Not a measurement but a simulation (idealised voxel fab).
Presented below is a process module, voxel wiring stack.
Displayed cross-section: cut, width of 240 nm, square cells sized 5 nm.
Cross-section = grid of square cells, listed top down in bands; band = one or more rows. Heads up on the band format: heights come first, top then bottom, in nm. After that it's the materials left to right, each with its width in nm. A single material flagged "everywhere" fills the whole band edge to edge, and "air" means there's empty space there. Convention: height 0 is the level below which the wafer, as received, is all one material. The lowest band does not terminate at the bottom but continues downward, represented as "top 0, no bottom". Top row gets the first number, bottom row gets the second, and each row in between changes by the same step: that is how a band width like "30 to 40" works. Take "stayed the same" at face value: in the step it is given for, the cross-section changed in none of its cells. Sealed void inventory: empty space of 8 cells or more with no open way to the top, each as width x height at its distance from the left edge, in nm. Read whatever lies past the settings on a step's line as the simulator's own remark about the step. The "overlay nm" setting may appear on a step's line; for a step that uses a mask, it gives how far to the right of its planned position the mask lay, and a negative value indicates the left.
This section lists the process steps that were planned
1) RECEIVE, material Si
2) CONFORMAL_DEP, material SiO2, thk nm 10
3) DIRECTIONAL_DEP, material TiN, thk nm 5
4) DIRECTIONAL_DEP, material W, thk nm 25
5) DIRECTIONAL_DEP, material aC, thk nm 15
6) PATTERN, tone cover, mask id METAL_1, material resist, width nm 25, pitch nm 40, thk nm 30, overlay nm 0
7) DIRECTIONAL_ETCH, etch materials aC, depth nm 15
8) STRIP, etch materials resist
9) DIRECTIONAL_ETCH, etch materials W, depth nm 25
10) DIRECTIONAL_ETCH, etch materials TiN, depth nm 5
11) STRIP, etch materials aC
12) CONFORMAL_DEP, material SiCN, thk nm 5
13) FILL_DEP, material lowk, thk nm 5
14) CMP, height nm 40
15) CONFORMAL_DEP, material SiCN, thk nm 5
16) DIRECTIONAL_DEP, material SiO2, thk nm 20
17) MASKED_ETCH, tone open, mask id PLUG_1, width nm 15, pitch nm 80, etch materials SiO2, depth nm 20, overlay nm 0
18) MASKED_ETCH, tone open, mask id PLUG_1, width nm 15, pitch nm 80, etch materials SiCN, depth nm 5, overlay nm 0
19) EPI, material Ru, thk nm 10
20) EPI, material Ru, thk nm 10
21) EPI, material Ru, thk nm 5
22) CONFORMAL_DEP, material SiN, thk nm 5
23) DIRECTIONAL_DEP, material lowk, thk nm 20
24) DIRECTIONAL_DEP, material aC, thk nm 15
25) PATTERN, tone open, mask id METAL_2, material resist, width nm 25, pitch nm 40, thk nm 35, overlay nm 0
26) DIRECTIONAL_ETCH, etch materials aC, depth nm 15
27) STRIP, etch materials resist
28) DIRECTIONAL_ETCH, etch materials lowk, depth nm 20
29) DIRECTIONAL_ETCH, etch materials SiN, depth nm 5
30) STRIP, etch materials aC
31) CONFORMAL_DEP, material TiN, thk nm 5
32) FILL_DEP, material Cu, thk nm 10
33) CMP, height nm 90
34) EPI, material Ru, thk nm 5
35) FILL_DEP, material SiCN, thk nm 5
Incoming wafer, cross-sectional view, post step 1
> top 0, no bottom | Si everywhere
> Sealed void inventory: none
Cross-sectional result after module completion. Note: starting condition and plan are unchanged from above; one processing mistake was made
> top 100, bottom 95 | SiO2 everywhere
> top 95, bottom 90 | SiO2 40 nm, Ru 35 nm, SiO2 5 nm, Ru 35 nm, SiO2 5 nm, Ru 35 nm, SiO2 5 nm, Ru 35 nm, SiO2 45 nm
> top 90, bottom 70 | lowk 45 nm, TiN 5 nm, Cu 15 nm, TiN 5 nm, lowk 15 nm, TiN 5 nm, Cu 15 nm, TiN 5 nm, lowk 15 nm, TiN 5 nm, Cu 15 nm, TiN 5 nm, lowk 15 nm, TiN 5 nm, Cu 15 nm, TiN 5 nm, lowk 50 nm
> top 70, bottom 65 | SiN 45 nm, TiN 25 nm, SiN 15 nm, TiN 25 nm, SiN 15 nm, TiN 25 nm, SiN 15 nm, TiN 25 nm, SiN 50 nm
> top 65, bottom 45 | SiO2 45 nm, Ru 15 nm, SiO2 65 nm, Ru 15 nm, SiO2 100 nm
> top 45, bottom 40 | SiCN 45 nm, Ru 15 nm, SiCN 65 nm, Ru 15 nm, SiCN 100 nm
> top 40, bottom 15 | lowk 40 nm, SiCN 5 nm, W 25 nm, SiCN 5 nm, lowk 5 nm, SiCN 5 nm, W 25 nm, SiCN 5 nm, lowk 5 nm, SiCN 5 nm, W 25 nm, SiCN 5 nm, lowk 5 nm, SiCN 5 nm, W 25 nm, SiCN 5 nm, lowk 45 nm
> top 15, bottom 10 | SiCN 45 nm, TiN 25 nm, SiCN 15 nm, TiN 25 nm, SiCN 15 nm, TiN 25 nm, SiCN 15 nm, TiN 25 nm, SiCN 50 nm
> top 10, bottom 0 | SiO2 everywhere
> top 0, no bottom | Si everywhere
> Sealed void inventory: none
Finding, execution versus plan: so step 35 ended up running with a different setting than we planned, it ran as FILL_DEP, material SiO2, thk nm 5
